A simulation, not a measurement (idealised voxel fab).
The following process module bears the name voxel ribs on slabs.
Section cut is 250 nm wide and gridded with 5 nm square cells.
This document writes a cross-section as a grid whose cells are square, and gives it as bands, listed from the top down; one or more rows of cells form a band. Basically the band line says how high the top is and how high the bottom is, in nm, and then what's in it from left to right, every material with its width in nm. Empty space shows up as "empty", and if a single material carries "full width" it runs the full band edge to edge. Height is counted from the level 0, under which the received wafer is composed throughout of one material. The lowest of the bands is not closed at the bottom but continues downward, in the notation "0 and below". A width such as "30->40" changes by the same amount from each row of cells to the next, from the band's top row to its bottom row. "no modification" -> step changed no cross-section cell. "Sealed void inventory" specifies each empty space that is not open to the top and that occupies no fewer than 8 cells, using the form width x height at distance, the distance measured from the left edge and all three quantities in nm. Formally, on a step line, whatever follows the settings is a remark that the simulator itself makes on the step. Among the settings permitted on a step's line is "overlay nm"; applied to a step with a mask, it specifies the extent to which the mask lay to the right of its planned position, whereas a negative figure signifies a position to the left.
LIST OF PLANNED PROCESS STEPS
1. RECEIVE: material Si
2. DIRECTIONAL_DEP: material SiO2, thk nm 25
3. DIRECTIONAL_DEP: material polySi, thk nm 15
4. DIRECTIONAL_DEP: material aC, thk nm 15
5. PATTERN: tone cover, mask id RIB, material resist, width nm 20, thk nm 35, overlay nm 0
6. DIRECTIONAL_ETCH: etch materials aC, depth nm 15
7. STRIP: etch materials resist
8. DIRECTIONAL_ETCH: etch materials polySi, depth nm 10
9. STRIP: etch materials aC
10. PATTERN: tone cover, mask id SLAB, material resist, width nm 40, thk nm 15, overlay nm 0
11. DIRECTIONAL_ETCH: etch materials polySi, depth nm 5
12. STRIP: etch materials resist
13. FILL_DEP: material SiO2, thk nm 30
14. CMP: height nm 60
15. DIRECTIONAL_DEP: material W, thk nm 5
16. PATTERN: tone cover, mask id HEATER, material resist, width nm 30, thk nm 20, overlay nm 0
17. DIRECTIONAL_ETCH: etch materials W, depth nm 5
18. STRIP: etch materials resist
19. CONFORMAL_DEP: material SiN, thk nm 5
For clarity, it should be stated that the wafers under discussion commence in an identical condition and differ with respect to the width nm of step 10, the plan indicating the value that the first wafer had.
CROSS-SECTION, FIRST OF SEVERAL WAFERS, AS DELIVERED AFTER STEP 1
  0 and below | Si full width
  Sealed void inventory: none
POST STEP 19, THE CLOSING STEP OF THE MODULE: FIRST OF SEVERAL WAFERS, CROSS-SECTIONED
  70 down to 65 | 105 of empty | 40 of SiN | 105 of empty
  65 down to 60 | 110 of SiN | 30 of W | 110 of SiN
  60 down to 40 | SiO2 full width
  40 down to 30 | 115 of SiO2 | 20 of polySi | 115 of SiO2
  30 down to 25 | 105 of SiO2 | 40 of polySi | 105 of SiO2
  25 down to 0 | SiO2 full width
  0 and below | Si full width
  Sealed void inventory: none
A CROSS-SECTION THROUGH THE LAST WAFER AT THE CLOSE OF THE MODULE
  70 down to 65 | 105 of empty | 40 of SiN | 105 of empty
  65 down to 60 | 110 of SiN | 30 of W | 110 of SiN
  60 down to 40 | SiO2 full width
  40 down to 30 | 115 of SiO2 | 20 of polySi | 115 of SiO2
  30 down to 25 | 95 of SiO2 | 65 of polySi | 90 of SiO2
  25 down to 0 | SiO2 full width
  0 and below | Si full width
  Sealed void inventory: none
WAFER ROWS, END OF MODULE: CELLS PER MATERIAL GAINED (+) OR LOST (-) SINCE RECEIPT; CLOSED VOIDS LAST
width nm 40, +52 SiN, +584 SiO2, +6 W, +16 polySi, Sealed void inventory: none
width nm 45, +52 SiN, +583 SiO2, +6 W, +17 polySi, Sealed void inventory: none
width nm 50, +52 SiN, +582 SiO2, +6 W, +18 polySi, Sealed void inventory: none
width nm 55, +52 SiN, +581 SiO2, +6 W, +19 polySi, Sealed void inventory: none
width nm 60, +52 SiN, +580 SiO2, +6 W, +20 polySi, Sealed void inventory: none
width nm 65, +52 SiN, +579 SiO2, +6 W, +21 polySi, Sealed void inventory: none
